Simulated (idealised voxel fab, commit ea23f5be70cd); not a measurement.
This is a process module. Its name is voxel self aligned contacts.
The cross-section on display is named cut; it measures 265 nm wide, and its cells are 5 nm squares.
Cross-section = grid of square cells, listed top down in bands; band = one or more rows.
Band: top height; bottom height; in nm. Then, left to right: material with width in nm, for each material. "throughout": a single material spanning edge to edge. "blank": empty space.
Heights are expressed relative to 0, this being the level below which the as-received wafer comprises one material exclusively. The lowest band is unbounded in the downward direction and is denoted as in "top 0, no bottom".
The two numbers in a width such as "30..40" mark its ends across the band: the first belongs to the top row of cells, the second to the bottom row, and from each row to the next the width moves by the same amount.
For the purposes of this document, the phrase "no change" attached to a step denotes that no cell within the cross-section was modified by that step.
Reported under the label "Sealed internal voids" are the empty spaces having no open way to the top and comprising 8 cells or more; the notation for each is width x height at distance, in which the distance is measured from the left edge and all three values are in nm.
after a step's settings: what the simulator itself notes on the step
"overlay nm" answers the question of how far to the right of plan the mask lay on a step that has a mask, and when it is negative the answer is to the left.
Pairs ahead. Before: cross-section ahead of one process step. After: cross-section once the step is done, shown to the lowest changed band only. Under each pair: that step, with settings. Caution: pairs may come from different runs of this module on the same starting wafer; a pair follows the pair above only where its "Before step" entry says so.
-- Before step
> top 0, no bottom = Si throughout
> Sealed internal voids: none
-- Post-Step Section View
> top 0, bottom -5 = SiO2 throughout
> Below -5, no change.
> Sealed internal voids: none
Which operation links the two cross-sections above? OXIDIZE [depth nm 5]
Before step: look at the pair above, its after cross-section is where this step starts.
-- Post-Step Section View
> top 20, bottom 0 = polySi throughout
> Below 0, no change.
> Sealed internal voids: none
Which operation links the two cross-sections above? DIRECTIONAL_DEP [material polySi] [thk nm 20]
Before step: look at the pair above, its after cross-section is where this step starts.
-- Post-Step Section View
> top 35, bottom 20 = SiN throughout
> Below 20, no change.
> Sealed internal voids: none
Which operation links the two cross-sections above? DIRECTIONAL_DEP [material SiN] [thk nm 15]
Before step: look at the pair above, its after cross-section is where this step starts.
-- Post-Step Section View
> top 55, bottom 35 = blank=80, resist=35, blank=35, resist=35, blank=80
> Below 35, no change.
> Sealed internal voids: none
Which operation links the two cross-sections above? PATTERN [tone cover] [mask id GATE] [material resist] [width nm 35] [pitch nm 70] [thk nm 20] [overlay nm 0]
Before step: look at the pair above, its after cross-section is where this step starts.
-- Post-Step Section View
> top 55, bottom 35 = blank=80, resist=35, blank=35, resist=35, blank=80
> top 35, bottom 20 = blank=80, SiN=35, blank=35, SiN=35, blank=80
> Below 20, no change.
> Sealed internal voids: none
Which operation links the two cross-sections above? DIRECTIONAL_ETCH [etch materials SiN] [depth nm 15]
Before step: look at the pair above, its after cross-section is where this step starts.
-- Post-Step Section View
> top 55, bottom 35 = blank=80, resist=35, blank=35, resist=35, blank=80
> top 35, bottom 20 = blank=80, SiN=35, blank=35, SiN=35, blank=80
> top 20, bottom 0 = blank=80, polySi=35, blank=35, polySi=35, blank=80
> Below 0, no change.
> Sealed internal voids: none
Which operation links the two cross-sections above? DIRECTIONAL_ETCH [etch materials polySi] [depth nm 20]
Before step: look at the pair above, its after cross-section is where this step starts.
-- Post-Step Section View
> top 35, bottom 20 = blank=80, SiN=35, blank=35, SiN=35, blank=80
> Below 20, no change.
> Sealed internal voids: none
Which operation links the two cross-sections above? STRIP [etch materials resist]
Before step: look at the pair above, its after cross-section is where this step starts.
-- Post-Step Section View
> top 40, bottom 20 = blank=75, SiN=45, blank=25, SiN=45, blank=75
> top 20, bottom 5 = blank=75, SiN=5, polySi=35, SiN=5, blank=25, SiN=5, polySi=35, SiN=5, blank=75
> top 5, bottom 0 = SiN=80, polySi=35, SiN=35, polySi=35, SiN=80
> Below 0, no change.
> Sealed internal voids: none
Which operation links the two cross-sections above? CONFORMAL_DEP [material SiN] [thk nm 5]
Before step: look at the pair above, its after cross-section is where this step starts.
-- Post-Step Section View
> top 35, bottom 20 = blank=75, SiN=45, blank=25, SiN=45, blank=75
> top 20, bottom 0 = blank=75, SiN=5, polySi=35, SiN=5, blank=25, SiN=5, polySi=35, SiN=5, blank=75
> Below 0, no change.
> Sealed internal voids: none
Which operation links the two cross-sections above? DIRECTIONAL_ETCH [etch materials SiN] [depth nm 5]
Before step: look at the pair above, its after cross-section is where this step starts.
-- Post-Step Section View
> top 50, bottom 35 = SiO2 throughout
> top 35, bottom 20 = SiO2=75, SiN=45, SiO2=25, SiN=45, SiO2=75
> top 20, bottom 0 = SiO2=75, SiN=5, polySi=35, SiN=5, SiO2=25, SiN=5, polySi=35, SiN=5, SiO2=75
> Below 0, no change.
> Sealed internal voids: none
Which operation links the two cross-sections above? FILL_DEP [material SiO2] [thk nm 15]
Before step: look at the pair above, its after cross-section is where this step starts.
-- Post-Step Section View
> top 40, bottom 35 = SiO2 throughout
> Below 35, no change.
> Sealed internal voids: none
Which operation links the two cross-sections above? CMP [height nm 40]
Before step: look at the pair above, its after cross-section is where this step starts.
-- Post-Step Section View
> top 55, bottom 40 = resist=110, blank=45, resist=110
> Below 40, no change.
> Sealed internal voids: none
Which operation links the two cross-sections above? PATTERN [tone open] [mask id CONTACT] [material resist] [width nm 45] [thk nm 15] [overlay nm 0]
Before step: look at the pair above, its after cross-section is where this step starts.
-- Post-Step Section View
> top 55, bottom 40 = resist=110, blank=45, resist=110
> top 40, bottom 35 = SiO2=110, blank=45, SiO2=110
> top 35, bottom 20 = SiO2=75, SiN=45, blank=25, SiN=45, SiO2=75
> top 20, bottom 0 = SiO2=75, SiN=5, polySi=35, SiN=5, blank=25, SiN=5, polySi=35, SiN=5, SiO2=75
> top 0, bottom -5 = SiO2=120, blank=25, SiO2=120
> Below -5, no change.
> Sealed internal voids: none
Which operation links the two cross-sections above? DIRECTIONAL_ETCH [etch materials SiO2] [depth nm 45]
Before step: look at the pair above, its after cross-section is where this step starts.
-- Post-Step Section View
> top 40, bottom 35 = SiO2=110, blank=45, SiO2=110
> Below 35, no change.
> Sealed internal voids: none
Which operation links the two cross-sections above? STRIP [etch materials resist]
Before step: look at the pair above, its after cross-section is where this step starts.
-- Post-Step Section View
> top 45, bottom 40 = TiN=115, blank=35, TiN=115
> top 40, bottom 35 = SiO2=110, TiN=15, blank=15, TiN=15, SiO2=110
> top 35, bottom 20 = SiO2=75, SiN=45, TiN=5, blank=15, TiN=5, SiN=45, SiO2=75
> top 20, bottom 0 = SiO2=75, SiN=5, polySi=35, SiN=5, TiN=5, blank=15, TiN=5, SiN=5, polySi=35, SiN=5, SiO2=75
> top 0, bottom -5 = SiO2=120, TiN=25, SiO2=120
> Below -5, no change.
> Sealed internal voids: none
Which operation links the two cross-sections above? CONFORMAL_DEP [material TiN] [thk nm 5]
Before step: look at the pair above, its after cross-section is where this step starts.
-- Post-Step Section View
> top 50, bottom 45 = Ru throughout
> top 45, bottom 40 = TiN=115, Ru=35, TiN=115
> top 40, bottom 35 = SiO2=110, TiN=15, Ru=15, TiN=15, SiO2=110
> top 35, bottom 20 = SiO2=75, SiN=45, TiN=5, Ru=15, TiN=5, SiN=45, SiO2=75
> top 20, bottom 0 = SiO2=75, SiN=5, polySi=35, SiN=5, TiN=5, Ru=15, TiN=5, SiN=5, polySi=35, SiN=5, SiO2=75
> Below 0, no change.
> Sealed internal voids: none
Which operation links the two cross-sections above? FILL_DEP [material Ru] [thk nm 5]
Before step: look at the pair above, its after cross-section is where this step starts.
-- Post-Step Section View
> top 40, bottom 35 = SiO2=110, TiN=15, Ru=15, TiN=15, SiO2=110
> Below 35, no change.
> Sealed internal voids: none
Which operation links the two cross-sections above? CMP [height nm 40]
Before step: look at the pair above, its after cross-section is where this step starts.
-- Post-Step Section View
> top 45, bottom 40 = SiN throughout
> Below 40, no change.
> Sealed internal voids: none
Which operation links the two cross-sections above? CONFORMAL_DEP [material SiN] [thk nm 5]
-- Before step
> top 0, no bottom = Si throughout
> Sealed internal voids: none
-- Post-Step Section View
> top 20, bottom 0 = polySi throughout
> Below 0, no change.
> Sealed internal voids: none
Which operation links the two cross-sections above? DIRECTIONAL_DEP [material polySi] [thk nm 20]
Before step: look at the pair above, its after cross-section is where this step starts.
-- Post-Step Section View
> top 35, bottom 20 = SiN throughout
> Below 20, no change.
> Sealed internal voids: none
Which operation links the two cross-sections above? DIRECTIONAL_DEP [material SiN] [thk nm 15]
Before step: look at the pair above, its after cross-section is where this step starts.
-- Post-Step Section View
> top 55, bottom 35 = blank=80, resist=35, blank=35, resist=35, blank=80
> Below 35, no change.
> Sealed internal voids: none
Which operation links the two cross-sections above? PATTERN [tone cover] [mask id GATE] [material resist] [width nm 35] [pitch nm 70] [thk nm 20] [overlay nm 0]
Before step: look at the pair above, its after cross-section is where this step starts.
-- Post-Step Section View
> top 55, bottom 35 = blank=80, resist=35, blank=35, resist=35, blank=80
> top 35, bottom 20 = blank=80, SiN=35, blank=35, SiN=35, blank=80
> Below 20, no change.
> Sealed internal voids: none
Which operation links the two cross-sections above? DIRECTIONAL_ETCH [etch materials SiN] [depth nm 15]
Before step: look at the pair above, its after cross-section is where this step starts.
-- Post-Step Section View
> top 55, bottom 35 = blank=80, resist=35, blank=35, resist=35, blank=80
> top 35, bottom 20 = blank=80, SiN=35, blank=35, SiN=35, blank=80
> top 20, bottom 0 = blank=80, polySi=35, blank=35, polySi=35, blank=80
> Below 0, no change.
> Sealed internal voids: none
Which operation links the two cross-sections above? DIRECTIONAL_ETCH [etch materials polySi] [depth nm 20]
Before step: look at the pair above, its after cross-section is where this step starts.
-- Post-Step Section View
> top 35, bottom 20 = blank=80, SiN=35, blank=35, SiN=35, blank=80
> Below 20, no change.
> Sealed internal voids: none
Which operation links the two cross-sections above? STRIP [etch materials resist]
Before step: look at the pair above, its after cross-section is where this step starts.
-- Post-Step Section View
> top 40, bottom 20 = blank=75, SiN=45, blank=25, SiN=45, blank=75
> top 20, bottom 5 = blank=75, SiN=5, polySi=35, SiN=5, blank=25, SiN=5, polySi=35, SiN=5, blank=75
> top 5, bottom 0 = SiN=80, polySi=35, SiN=35, polySi=35, SiN=80
> Below 0, no change.
> Sealed internal voids: none
Which operation links the two cross-sections above? CONFORMAL_DEP [material SiN] [thk nm 5]
Before step: look at the pair above, its after cross-section is where this step starts.
-- Post-Step Section View
> top 35, bottom 20 = blank=75, SiN=45, blank=25, SiN=45, blank=75
> top 20, bottom 0 = blank=75, SiN=5, polySi=35, SiN=5, blank=25, SiN=5, polySi=35, SiN=5, blank=75
> Below 0, no change.
> Sealed internal voids: none
Which operation links the two cross-sections above? DIRECTIONAL_ETCH [etch materials SiN] [depth nm 5]
Before step: look at the pair above, its after cross-section is where this step starts.
-- Post-Step Section View
> top 50, bottom 35 = SiO2 throughout
> top 35, bottom 20 = SiO2=75, SiN=45, SiO2=25, SiN=45, SiO2=75
> top 20, bottom 0 = SiO2=75, SiN=5, polySi=35, SiN=5, SiO2=25, SiN=5, polySi=35, SiN=5, SiO2=75
> Below 0, no change.
> Sealed internal voids: none
Which operation links the two cross-sections above? FILL_DEP [material SiO2] [thk nm 15]
Before step: look at the pair above, its after cross-section is where this step starts.
-- Post-Step Section View
> top 40, bottom 35 = SiO2 throughout
> Below 35, no change.
> Sealed internal voids: none
Which operation links the two cross-sections above? CMP [height nm 40]
Before step: look at the pair above, its after cross-section is where this step starts.
-- Post-Step Section View
> top 55, bottom 40 = resist=110, blank=45, resist=110
> Below 40, no change.
> Sealed internal voids: none
Which operation links the two cross-sections above? PATTERN [tone open] [mask id CONTACT] [material resist] [width nm 45] [thk nm 15] [overlay nm 0]
Before step: look at the pair above, its after cross-section is where this step starts.
-- Post-Step Section View
> top 55, bottom 40 = resist=110, blank=45, resist=110
> top 40, bottom 35 = SiO2=110, blank=45, SiO2=110
> top 35, bottom 20 = SiO2=75, SiN=45, blank=25, SiN=45, SiO2=75
> top 20, bottom 0 = SiO2=75, SiN=5, polySi=35, SiN=5, blank=25, SiN=5, polySi=35, SiN=5, SiO2=75
> Below 0, no change.
> Sealed internal voids: none
Which operation links the two cross-sections above? DIRECTIONAL_ETCH [etch materials SiO2] [depth nm 45]
Before step: look at the pair above, its after cross-section is where this step starts.
-- Post-Step Section View
> top 40, bottom 35 = SiO2=110, blank=45, SiO2=110
> Below 35, no change.
> Sealed internal voids: none
Which operation links the two cross-sections above? STRIP [etch materials resist]
Before step: look at the pair above, its after cross-section is where this step starts.
-- Post-Step Section View
> top 45, bottom 40 = TiN=115, blank=35, TiN=115
> top 40, bottom 35 = SiO2=110, TiN=15, blank=15, TiN=15, SiO2=110
> top 35, bottom 20 = SiO2=75, SiN=45, TiN=5, blank=15, TiN=5, SiN=45, SiO2=75
> top 20, bottom 5 = SiO2=75, SiN=5, polySi=35, SiN=5, TiN=5, blank=15, TiN=5, SiN=5, polySi=35, SiN=5, SiO2=75
> top 5, bottom 0 = SiO2=75, SiN=5, polySi=35, SiN=5, TiN=25, SiN=5, polySi=35, SiN=5, SiO2=75
> Below 0, no change.
> Sealed internal voids: none
Which operation links the two cross-sections above? CONFORMAL_DEP [material TiN] [thk nm 5]
Before step: look at the pair above, its after cross-section is where this step starts.
-- Post-Step Section View
> top 50, bottom 45 = Ru throughout
> top 45, bottom 40 = TiN=115, Ru=35, TiN=115
> top 40, bottom 35 = SiO2=110, TiN=15, Ru=15, TiN=15, SiO2=110
> top 35, bottom 20 = SiO2=75, SiN=45, TiN=5, Ru=15, TiN=5, SiN=45, SiO2=75
> top 20, bottom 5 = SiO2=75, SiN=5, polySi=35, SiN=5, TiN=5, Ru=15, TiN=5, SiN=5, polySi=35, SiN=5, SiO2=75
> Below 5, no change.
> Sealed internal voids: none
Which operation links the two cross-sections above? FILL_DEP [material Ru] [thk nm 5]
Before step: look at the pair above, its after cross-section is where this step starts.
-- Post-Step Section View
> top 40, bottom 35 = SiO2=110, TiN=15, Ru=15, TiN=15, SiO2=110
> Below 35, no change.
> Sealed internal voids: none
Which operation links the two cross-sections above? CMP [height nm 40]
Before step: look at the pair above, its after cross-section is where this step starts.
-- Post-Step Section View
> top 45, bottom 40 = SiN throughout
> Below 40, no change.
> Sealed internal voids: none
Which operation links the two cross-sections above? CONFORMAL_DEP [material SiN] [thk nm 5]
-- Before step
> top 20, bottom 0 = polySi throughout
> top 0, bottom -5 = SiO2 throughout
> top -5, no bottom = Si throughout
> Sealed internal voids: none
-- Post-Step Section View
> top 40, bottom 0 = polySi throughout
> Below 0, no change.
> Sealed internal voids: none
Which operation links the two cross-sections above? DIRECTIONAL_DEP [material polySi] [thk nm 20]
Before step: look at the pair above, its after cross-section is where this step starts.
-- Post-Step Section View
> top 55, bottom 40 = SiN throughout
> Below 40, no change.
> Sealed internal voids: none
Which operation links the two cross-sections above? DIRECTIONAL_DEP [material SiN] [thk nm 15]
Before step: look at the pair above, its after cross-section is where this step starts.
-- Post-Step Section View
> top 75, bottom 55 = blank=80, resist=35, blank=35, resist=35, blank=80
> Below 55, no change.
> Sealed internal voids: none
Which operation links the two cross-sections above? PATTERN [tone cover] [mask id GATE] [material resist] [width nm 35] [pitch nm 70] [thk nm 20] [overlay nm 0]
Before step: look at the pair above, its after cross-section is where this step starts.
-- Post-Step Section View
> top 75, bottom 55 = blank=80, resist=35, blank=35, resist=35, blank=80
> top 55, bottom 40 = blank=80, SiN=35, blank=35, SiN=35, blank=80
> Below 40, no change.
> Sealed internal voids: none
Which operation links the two cross-sections above? DIRECTIONAL_ETCH [etch materials SiN] [depth nm 15]
Before step: look at the pair above, its after cross-section is where this step starts.
-- Post-Step Section View
> top 75, bottom 55 = blank=80, resist=35, blank=35, resist=35, blank=80
> top 55, bottom 40 = blank=80, SiN=35, blank=35, SiN=35, blank=80
> top 40, bottom 20 = blank=80, polySi=35, blank=35, polySi=35, blank=80
> Below 20, no change.
> Sealed internal voids: none
Which operation links the two cross-sections above? DIRECTIONAL_ETCH [etch materials polySi] [depth nm 20]
Before step: look at the pair above, its after cross-section is where this step starts.
-- Post-Step Section View
> top 55, bottom 40 = blank=80, SiN=35, blank=35, SiN=35, blank=80
> Below 40, no change.
> Sealed internal voids: none
Which operation links the two cross-sections above? STRIP [etch materials resist]
Before step: look at the pair above, its after cross-section is where this step starts.
-- Post-Step Section View
> top 60, bottom 40 = blank=75, SiN=45, blank=25, SiN=45, blank=75
> top 40, bottom 25 = blank=75, SiN=5, polySi=35, SiN=5, blank=25, SiN=5, polySi=35, SiN=5, blank=75
> top 25, bottom 20 = SiN=80, polySi=35, SiN=35, polySi=35, SiN=80
> Below 20, no change.
> Sealed internal voids: none
Which operation links the two cross-sections above? CONFORMAL_DEP [material SiN] [thk nm 5]
Before step: look at the pair above, its after cross-section is where this step starts.
-- Post-Step Section View
> top 55, bottom 40 = blank=75, SiN=45, blank=25, SiN=45, blank=75
> top 40, bottom 20 = blank=75, SiN=5, polySi=35, SiN=5, blank=25, SiN=5, polySi=35, SiN=5, blank=75
> Below 20, no change.
> Sealed internal voids: none
Which operation links the two cross-sections above? DIRECTIONAL_ETCH [etch materials SiN] [depth nm 5]
Before step: look at the pair above, its after cross-section is where this step starts.
-- Post-Step Section View
> top 70, bottom 55 = SiO2 throughout
> top 55, bottom 40 = SiO2=75, SiN=45, SiO2=25, SiN=45, SiO2=75
> top 40, bottom 20 = SiO2=75, SiN=5, polySi=35, SiN=5, SiO2=25, SiN=5, polySi=35, SiN=5, SiO2=75
> Below 20, no change.
> Sealed internal voids: none
Which operation links the two cross-sections above? FILL_DEP [material SiO2] [thk nm 15]
Before step: look at the pair above, its after cross-section is where this step starts.
-- Post-Step Section View
> top 40, bottom 20 = SiO2=75, SiN=5, polySi=35, SiN=5, SiO2=25, SiN=5, polySi=35, SiN=5, SiO2=75
> Below 20, no change.
> Sealed internal voids: none
Which operation links the two cross-sections above? CMP [height nm 40]
Before step: look at the pair above, its after cross-section is where this step starts.
-- Post-Step Section View
> top 55, bottom 40 = resist=110, blank=45, resist=110
> Below 40, no change.
> Sealed internal voids: none
Which operation links the two cross-sections above? PATTERN [tone open] [mask id CONTACT] [material resist] [width nm 45] [thk nm 15] [overlay nm 0]
Before step: look at the pair above, its after cross-section is where this step starts.
-- Post-Step Section View
> top 55, bottom 40 = resist=110, blank=45, resist=110
> top 40, bottom 20 = SiO2=75, SiN=5, polySi=35, SiN=5, blank=25, SiN=5, polySi=35, SiN=5, SiO2=75
> Below 20, no change.
> Sealed internal voids: none
Which operation links the two cross-sections above? DIRECTIONAL_ETCH [etch materials SiO2] [depth nm 45]
Before step: look at the pair above, its after cross-section is where this step starts.
-- Post-Step Section View
> top 40, bottom 20 = SiO2=75, SiN=5, polySi=35, SiN=5, blank=25, SiN=5, polySi=35, SiN=5, SiO2=75
> Below 20, no change.
> Sealed internal voids: none
Which operation links the two cross-sections above? STRIP [etch materials resist]
Before step: look at the pair above, its after cross-section is where this step starts.
-- Post-Step Section View
> top 45, bottom 40 = TiN=125, blank=15, TiN=125
> top 40, bottom 25 = SiO2=75, SiN=5, polySi=35, SiN=5, TiN=5, blank=15, TiN=5, SiN=5, polySi=35, SiN=5, SiO2=75
> top 25, bottom 20 = SiO2=75, SiN=5, polySi=35, SiN=5, TiN=25, SiN=5, polySi=35, SiN=5, SiO2=75
> Below 20, no change.
> Sealed internal voids: none
Which operation links the two cross-sections above? CONFORMAL_DEP [material TiN] [thk nm 5]
Before step: look at the pair above, its after cross-section is where this step starts.
-- Post-Step Section View
> top 50, bottom 45 = Ru throughout
> top 45, bottom 40 = TiN=125, Ru=15, TiN=125
> top 40, bottom 25 = SiO2=75, SiN=5, polySi=35, SiN=5, TiN=5, Ru=15, TiN=5, SiN=5, polySi=35, SiN=5, SiO2=75
> Below 25, no change.
> Sealed internal voids: none
Which operation links the two cross-sections above? FILL_DEP [material Ru] [thk nm 5]
Before step: look at the pair above, its after cross-section is where this step starts.
-- Post-Step Section View
> top 40, bottom 25 = SiO2=75, SiN=5, polySi=35, SiN=5, TiN=5, Ru=15, TiN=5, SiN=5, polySi=35, SiN=5, SiO2=75
> Below 25, no change.
> Sealed internal voids: none
Which operation links the two cross-sections above? CMP [height nm 40]
Before step: look at the pair above, its after cross-section is where this step starts.
-- Post-Step Section View
> top 45, bottom 40 = SiN throughout
> Below 40, no change.
> Sealed internal voids: none
Which operation links the two cross-sections above? CONFORMAL_DEP [material SiN] [thk nm 5]
-- Before step
> top 0, bottom -5 = SiO2 throughout
> top -5, no bottom = Si throughout
> Sealed internal voids: none
-- Post-Step Section View
> top 15, bottom 0 = SiN throughout
> Below 0, no change.
> Sealed internal voids: none
Which operation links the two cross-sections above? DIRECTIONAL_DEP [material SiN] [thk nm 15]
Before step: look at the pair above, its after cross-section is where this step starts.
-- Post-Step Section View
> top 35, bottom 15 = polySi throughout
> Below 15, no change.
> Sealed internal voids: none
Which operation links the two cross-sections above? DIRECTIONAL_DEP [material polySi] [thk nm 20]
Before step: look at the pair above, its after cross-section is where this step starts.
-- Post-Step Section View
> top 55, bottom 35 = blank=80, resist=35, blank=35, resist=35, blank=80
> Below 35, no change.
> Sealed internal voids: none
Which operation links the two cross-sections above? PATTERN [tone cover] [mask id GATE] [material resist] [width nm 35] [pitch nm 70] [thk nm 20] [overlay nm 0]
Before step: look at the pair above, its after cross-section is where this step starts.
-- Post-Step Section View
> top 55, bottom 35 = blank=80, resist=35, blank=35, resist=35, blank=80
> top 35, bottom 15 = blank=80, polySi=35, blank=35, polySi=35, blank=80
> Below 15, no change.
> Sealed internal voids: none
Which operation links the two cross-sections above? DIRECTIONAL_ETCH [etch materials polySi] [depth nm 20]
Before step: look at the pair above, its after cross-section is where this step starts.
-- Post-Step Section View
> top 35, bottom 15 = blank=80, polySi=35, blank=35, polySi=35, blank=80
> Below 15, no change.
> Sealed internal voids: none
Which operation links the two cross-sections above? STRIP [etch materials resist]
Before step: look at the pair above, its after cross-section is where this step starts.
-- Post-Step Section View
> top 40, bottom 35 = blank=75, SiN=45, blank=25, SiN=45, blank=75
> top 35, bottom 20 = blank=75, SiN=5, polySi=35, SiN=5, blank=25, SiN=5, polySi=35, SiN=5, blank=75
> top 20, bottom 15 = SiN=80, polySi=35, SiN=35, polySi=35, SiN=80
> Below 15, no change.
> Sealed internal voids: none
Which operation links the two cross-sections above? CONFORMAL_DEP [material SiN] [thk nm 5]
Before step: look at the pair above, its after cross-section is where this step starts.
-- Post-Step Section View
> top 35, bottom 15 = blank=75, SiN=5, polySi=35, SiN=5, blank=25, SiN=5, polySi=35, SiN=5, blank=75
> Below 15, no change.
> Sealed internal voids: none
Which operation links the two cross-sections above? DIRECTIONAL_ETCH [etch materials SiN] [depth nm 5]
Before step: look at the pair above, its after cross-section is where this step starts.
-- Post-Step Section View
> top 50, bottom 35 = SiO2 throughout
> top 35, bottom 15 = SiO2=75, SiN=5, polySi=35, SiN=5, SiO2=25, SiN=5, polySi=35, SiN=5, SiO2=75
> Below 15, no change.
> Sealed internal voids: none
Which operation links the two cross-sections above? FILL_DEP [material SiO2] [thk nm 15]
Before step: look at the pair above, its after cross-section is where this step starts.
-- Post-Step Section View
> top 40, bottom 35 = SiO2 throughout
> Below 35, no change.
> Sealed internal voids: none
Which operation links the two cross-sections above? CMP [height nm 40]
Before step: look at the pair above, its after cross-section is where this step starts.
-- Post-Step Section View
> top 55, bottom 40 = resist=110, blank=45, resist=110
> Below 40, no change.
> Sealed internal voids: none
Which operation links the two cross-sections above? PATTERN [tone open] [mask id CONTACT] [material resist] [width nm 45] [thk nm 15] [overlay nm 0]
Before step: look at the pair above, its after cross-section is where this step starts.
-- Post-Step Section View
> top 55, bottom 40 = resist=110, blank=45, resist=110
> top 40, bottom 35 = SiO2=110, blank=45, SiO2=110
> top 35, bottom 15 = SiO2=75, SiN=5, polySi=35, SiN=5, blank=25, SiN=5, polySi=35, SiN=5, SiO2=75
> Below 15, no change.
> Sealed internal voids: none
Which operation links the two cross-sections above? DIRECTIONAL_ETCH [etch materials SiO2] [depth nm 45]
Before step: look at the pair above, its after cross-section is where this step starts.
-- Post-Step Section View
> top 40, bottom 35 = SiO2=110, blank=45, SiO2=110
> Below 35, no change.
> Sealed internal voids: none
Which operation links the two cross-sections above? STRIP [etch materials resist]
Before step: look at the pair above, its after cross-section is where this step starts.
-- Post-Step Section View
> top 45, bottom 40 = TiN=115, blank=35, TiN=115
> top 40, bottom 35 = SiO2=110, TiN=15, blank=15, TiN=15, SiO2=110
> top 35, bottom 20 = SiO2=75, SiN=5, polySi=35, SiN=5, TiN=5, blank=15, TiN=5, SiN=5, polySi=35, SiN=5, SiO2=75
> top 20, bottom 15 = SiO2=75, SiN=5, polySi=35, SiN=5, TiN=25, SiN=5, polySi=35, SiN=5, SiO2=75
> Below 15, no change.
> Sealed internal voids: none
Which operation links the two cross-sections above? CONFORMAL_DEP [material TiN] [thk nm 5]
Before step: look at the pair above, its after cross-section is where this step starts.
-- Post-Step Section View
> top 50, bottom 45 = Ru throughout
> top 45, bottom 40 = TiN=115, Ru=35, TiN=115
> top 40, bottom 35 = SiO2=110, TiN=15, Ru=15, TiN=15, SiO2=110
> top 35, bottom 20 = SiO2=75, SiN=5, polySi=35, SiN=5, TiN=5, Ru=15, TiN=5, SiN=5, polySi=35, SiN=5, SiO2=75
> Below 20, no change.
> Sealed internal voids: none
Which operation links the two cross-sections above? FILL_DEP [material Ru] [thk nm 5]
Before step: look at the pair above, its after cross-section is where this step starts.
-- Post-Step Section View
> top 40, bottom 35 = SiO2=110, TiN=15, Ru=15, TiN=15, SiO2=110
> Below 35, no change.
> Sealed internal voids: none
Which operation links the two cross-sections above? CMP [height nm 40]
Before step: look at the pair above, its after cross-section is where this step starts.
-- Post-Step Section View
> top 45, bottom 40 = SiN throughout
> Below 40, no change.
> Sealed internal voids: none
Which operation links the two cross-sections above? CONFORMAL_DEP [material SiN] [thk nm 5]
-- Before step
> top 0, bottom -5 = SiO2 throughout
> top -5, no bottom = Si throughout
> Sealed internal voids: none
-- Post-Step Section View
> top 15, bottom 0 = polySi throughout
> Below 0, no change.
> Sealed internal voids: none
Which operation links the two cross-sections above? DIRECTIONAL_DEP [material polySi] [thk nm 15]
Before step: look at the pair above, its after cross-section is where this step starts.
-- Post-Step Section View
> top 30, bottom 15 = SiN throughout
> Below 15, no change.
> Sealed internal voids: none
Which operation links the two cross-sections above? DIRECTIONAL_DEP [material SiN] [thk nm 15]
Before step: look at the pair above, its after cross-section is where this step starts.
-- Post-Step Section View
> top 50, bottom 30 = blank=80, resist=35, blank=35, resist=35, blank=80
> Below 30, no change.
> Sealed internal voids: none
Which operation links the two cross-sections above? PATTERN [tone cover] [mask id GATE] [material resist] [width nm 35] [pitch nm 70] [thk nm 20] [overlay nm 0]
Before step: look at the pair above, its after cross-section is where this step starts.
-- Post-Step Section View
> top 50, bottom 30 = blank=80, resist=35, blank=35, resist=35, blank=80
> top 30, bottom 15 = blank=80, SiN=35, blank=35, SiN=35, blank=80
> Below 15, no change.
> Sealed internal voids: none
Which operation links the two cross-sections above? DIRECTIONAL_ETCH [etch materials SiN] [depth nm 15]
Before step: look at the pair above, its after cross-section is where this step starts.
-- Post-Step Section View
> top 50, bottom 30 = blank=80, resist=35, blank=35, resist=35, blank=80
> top 30, bottom 15 = blank=80, SiN=35, blank=35, SiN=35, blank=80
> top 15, bottom 0 = blank=80, polySi=35, blank=35, polySi=35, blank=80
> Below 0, no change.
> Sealed internal voids: none
Which operation links the two cross-sections above? DIRECTIONAL_ETCH [etch materials polySi] [depth nm 20]
Before step: look at the pair above, its after cross-section is where this step starts.
-- Post-Step Section View
> top 30, bottom 15 = blank=80, SiN=35, blank=35, SiN=35, blank=80
> Below 15, no change.
> Sealed internal voids: none
Which operation links the two cross-sections above? STRIP [etch materials resist]
Before step: look at the pair above, its after cross-section is where this step starts.
-- Post-Step Section View
> top 35, bottom 15 = blank=75, SiN=45, blank=25, SiN=45, blank=75
> top 15, bottom 5 = blank=75, SiN=5, polySi=35, SiN=5, blank=25, SiN=5, polySi=35, SiN=5, blank=75
> top 5, bottom 0 = SiN=80, polySi=35, SiN=35, polySi=35, SiN=80
> Below 0, no change.
> Sealed internal voids: none
Which operation links the two cross-sections above? CONFORMAL_DEP [material SiN] [thk nm 5]
Before step: look at the pair above, its after cross-section is where this step starts.
-- Post-Step Section View
> top 30, bottom 15 = blank=75, SiN=45, blank=25, SiN=45, blank=75
> top 15, bottom 0 = blank=75, SiN=5, polySi=35, SiN=5, blank=25, SiN=5, polySi=35, SiN=5, blank=75
> Below 0, no change.
> Sealed internal voids: none
Which operation links the two cross-sections above? DIRECTIONAL_ETCH [etch materials SiN] [depth nm 5]
Before step: look at the pair above, its after cross-section is where this step starts.
-- Post-Step Section View
> top 45, bottom 30 = SiO2 throughout
> top 30, bottom 15 = SiO2=75, SiN=45, SiO2=25, SiN=45, SiO2=75
> top 15, bottom 0 = SiO2=75, SiN=5, polySi=35, SiN=5, SiO2=25, SiN=5, polySi=35, SiN=5, SiO2=75
> Below 0, no change.
> Sealed internal voids: none
Which operation links the two cross-sections above? FILL_DEP [material SiO2] [thk nm 15]
Before step: look at the pair above, its after cross-section is where this step starts.
-- Post-Step Section View
> top 40, bottom 30 = SiO2 throughout
> Below 30, no change.
> Sealed internal voids: none
Which operation links the two cross-sections above? CMP [height nm 40]
Before step: look at the pair above, its after cross-section is where this step starts.
-- Post-Step Section View
> top 55, bottom 40 = resist=110, blank=45, resist=110
> Below 40, no change.
> Sealed internal voids: none
Which operation links the two cross-sections above? PATTERN [tone open] [mask id CONTACT] [material resist] [width nm 45] [thk nm 15] [overlay nm 0]
Before step: look at the pair above, its after cross-section is where this step starts.
-- Post-Step Section View
> top 55, bottom 40 = resist=110, blank=45, resist=110
> top 40, bottom 30 = SiO2=110, blank=45, SiO2=110
> top 30, bottom 15 = SiO2=75, SiN=45, blank=25, SiN=45, SiO2=75
> top 15, bottom 0 = SiO2=75, SiN=5, polySi=35, SiN=5, blank=25, SiN=5, polySi=35, SiN=5, SiO2=75
> top 0, bottom -5 = SiO2=120, blank=25, SiO2=120
> Below -5, no change.
> Sealed internal voids: none
Which operation links the two cross-sections above? DIRECTIONAL_ETCH [etch materials SiO2] [depth nm 45]
Before step: look at the pair above, its after cross-section is where this step starts.
-- Post-Step Section View
> top 40, bottom 30 = SiO2=110, blank=45, SiO2=110
> Below 30, no change.
> Sealed internal voids: none
Which operation links the two cross-sections above? STRIP [etch materials resist]
